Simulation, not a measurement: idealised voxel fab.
process module | voxel transistor to metal
cross-section cut | 165 nm wide | cells 5 nm
A cross-section is a grid of square cells, given in bands from the top down. A band is one or more rows of cells.
Each band's line starts with the height of the band's top and of its bottom, in nm. Then come its materials from left to right, each with its width in nm. One material with "throughout" fills the band from edge to edge. "air" is empty space.
Height 0 is the level under which the wafer as received is all one material. The lowest band goes on downwards, as in "0 down".
A width such as "30 to 40" changes by the same amount from each row of cells to the next, from the band's top row to its bottom row.
"no change" after a step means that no cell of the cross-section changed.
closed voids: empty space of 8 cells or more with no open way to the top, each as width x height at its distance from the left edge, in nm
after a step's settings: what the simulator itself notes on the step
overlay nm, on a step with a mask: how far to the right of its planned place the mask lay; to the left if negative
plan
1 op RECEIVE | material Si
2 op CONFORMAL_DEP | material SiO2 | thk nm 5
3 op CONFORMAL_DEP | material SiN | thk nm 10
4 op MASKED_ETCH | tone cover | mask id ACTIVE | width nm 110 | etch materials SiN | depth nm 10 | overlay nm 0
5 op MASKED_ETCH | tone cover | mask id ACTIVE | width nm 110 | etch materials SiO2 | depth nm 5 | overlay nm 0
6 op MASKED_ETCH | tone cover | mask id ACTIVE | width nm 110 | etch materials Si | depth nm 35 | overlay nm 0
7 op FILL_DEP | material SiO2 | thk nm 15
8 op CMP | height nm 15
9 op SELECTIVE_ETCH | etch materials SiO2 | depth nm 10
10 op STRIP | etch materials SiN
11 op SELECTIVE_ETCH | etch materials SiO2 | depth nm 5
12 op OXIDIZE | depth nm 5
13 op DIRECTIONAL_DEP | material polySi | thk nm 25
14 op DIRECTIONAL_DEP | material SiCN | thk nm 10
15 op DIRECTIONAL_DEP | material aC | thk nm 15
16 op PATTERN | tone cover | mask id GATE | material resist | width nm 20 | thk nm 30 | overlay nm 0
17 op DIRECTIONAL_ETCH | etch materials aC | depth nm 15
18 op STRIP | etch materials resist
19 op DIRECTIONAL_ETCH | etch materials SiCN | depth nm 20
20 op DIRECTIONAL_ETCH | etch materials polySi | depth nm 35
21 op STRIP | etch materials aC
22 op CONFORMAL_DEP | material SiO2 | thk nm 5
23 op DIRECTIONAL_ETCH | etch materials SiO2 | depth nm 5
24 op CONFORMAL_DEP | material SiN | thk nm 5
25 op DIRECTIONAL_ETCH | etch materials SiN | depth nm 5
26 op DIRECTIONAL_ETCH | etch materials SiO2 | depth nm 5
27 op DIRECTIONAL_ETCH | etch materials Si | depth nm 10
28 op EPI | material nSi | thk nm 15
29 op FILL_DEP | material SiO2 | thk nm 5
30 op CMP | height nm 35
31 op DIRECTIONAL_DEP | material SiO2 | thk nm 10
32 op PATTERN | tone open | mask id CONTACT | material resist | width nm 35 | pitch nm 65 | thk nm 20 | overlay nm 0
33 op DIRECTIONAL_ETCH | etch materials SiO2 | depth nm 45
34 op STRIP | etch materials resist
35 op CONFORMAL_DEP | material TiN | thk nm 5
36 op FILL_DEP | material Ru | thk nm 10
37 op CMP | height nm 45
38 op CONFORMAL_DEP | material SiN | thk nm 5
39 op DIRECTIONAL_DEP | material lowk | thk nm 20
40 op PATTERN | tone open | mask id METAL_1 | material resist | width nm 20 | pitch nm 80 | thk nm 15 | overlay nm 0
41 op DIRECTIONAL_ETCH | etch materials lowk | depth nm 20
42 op DIRECTIONAL_ETCH | etch materials SiN | depth nm 5
43 op STRIP | etch materials resist
44 op CONFORMAL_DEP | material TiN | thk nm 5
45 op FILL_DEP | material W | thk nm 5
46 op CMP | height nm 70
47 op CONFORMAL_DEP | material SiCN | thk nm 5
as received, after step 1
  0 down: Si throughout
  closed voids: none
first wafer at the end, as planned
  75 to 70: SiCN throughout
  70 to 50: lowk 30 | TiN 5 | W 10 | TiN 5 | lowk 60 | TiN 5 | W 10 | TiN 5 | lowk 35
  50 to 45: SiN 30 | TiN 20 | SiN 60 | TiN 20 | SiN 35
  45 to 35: SiO2 30 | TiN 5 | Ru 25 to 20 | TiN 5 to 10 | SiO2 30 | TiN 5 to 10 | Ru 25 to 20 | TiN 5 | SiO2 35
  35 to 25: SiO2 30 | TiN 5 | Ru 20 | TiN 5 | SiN 5 | SiO2 5 | SiCN 20 | SiO2 5 | SiN 5 | TiN 5 | Ru 20 | TiN 5 | SiO2 35
  25 to 15: SiO2 30 | TiN 5 | Ru 20 | TiN 5 | SiN 5 | SiO2 5 | polySi 20 | SiO2 5 | SiN 5 | TiN 5 | Ru 20 | TiN 5 | SiO2 35
  15 to 10: SiO2 30 | TiN 5 | Ru 5 | TiN 20 | SiN 5 | SiO2 5 | polySi 20 | SiO2 5 | SiN 5 | TiN 20 | Ru 5 | TiN 5 | SiO2 35
  10 to 5: SiO2 30 | TiN 5 | Ru 5 | TiN 5 | nSi 15 | SiN 5 | SiO2 5 | polySi 20 | SiO2 5 | SiN 5 | nSi 15 | TiN 5 | Ru 5 | TiN 5 | SiO2 35
  5 to 0: SiO2 30 | TiN 15 | nSi 15 | SiN 5 | SiO2 5 | polySi 20 | SiO2 5 | SiN 5 | nSi 15 | TiN 15 | SiO2 35
  0 to -5: SiO2 20 | nSi 40 | SiO2 40 | nSi 40 | SiO2 25
  -5 to -15: SiO2 25 | nSi 35 | Si 40 | nSi 35 | SiO2 30
  -15 to -35: SiO2 25 | Si 110 | SiO2 30
  -35 down: Si throughout
  closed voids: none
second wafer at the end: like start, like plan, one mistake
  75 to 70: SiCN throughout
  70 to 50: SiO2 throughout
  50 to 45: SiN throughout
  45 to 35: SiO2 30 | TiN 5 | Ru 25 to 20 | TiN 5 to 10 | SiO2 30 | TiN 5 to 10 | Ru 25 to 20 | TiN 5 | SiO2 35
  35 to 25: SiO2 30 | TiN 5 | Ru 20 | TiN 5 | SiN 5 | SiO2 5 | SiCN 20 | SiO2 5 | SiN 5 | TiN 5 | Ru 20 | TiN 5 | SiO2 35
  25 to 15: SiO2 30 | TiN 5 | Ru 20 | TiN 5 | SiN 5 | SiO2 5 | polySi 20 | SiO2 5 | SiN 5 | TiN 5 | Ru 20 | TiN 5 | SiO2 35
  15 to 10: SiO2 30 | TiN 5 | Ru 5 | TiN 20 | SiN 5 | SiO2 5 | polySi 20 | SiO2 5 | SiN 5 | TiN 20 | Ru 5 | TiN 5 | SiO2 35
  10 to 5: SiO2 30 | TiN 5 | Ru 5 | TiN 5 | nSi 15 | SiN 5 | SiO2 5 | polySi 20 | SiO2 5 | SiN 5 | nSi 15 | TiN 5 | Ru 5 | TiN 5 | SiO2 35
  5 to 0: SiO2 30 | TiN 15 | nSi 15 | SiN 5 | SiO2 5 | polySi 20 | SiO2 5 | SiN 5 | nSi 15 | TiN 15 | SiO2 35
  0 to -5: SiO2 20 | nSi 40 | SiO2 40 | nSi 40 | SiO2 25
  -5 to -15: SiO2 25 | nSi 35 | Si 40 | nSi 35 | SiO2 30
  -15 to -35: SiO2 25 | Si 110 | SiO2 30
  -35 down: Si throughout
  closed voids: none
what went wrong: step 39 ran as: op DIRECTIONAL_DEP | material SiO2 | thk nm 20
at the end the second wafer has, in cells: 8 more of SiN | 132 more of SiO2 | 24 fewer of TiN | 16 fewer of W | 100 fewer of lowk
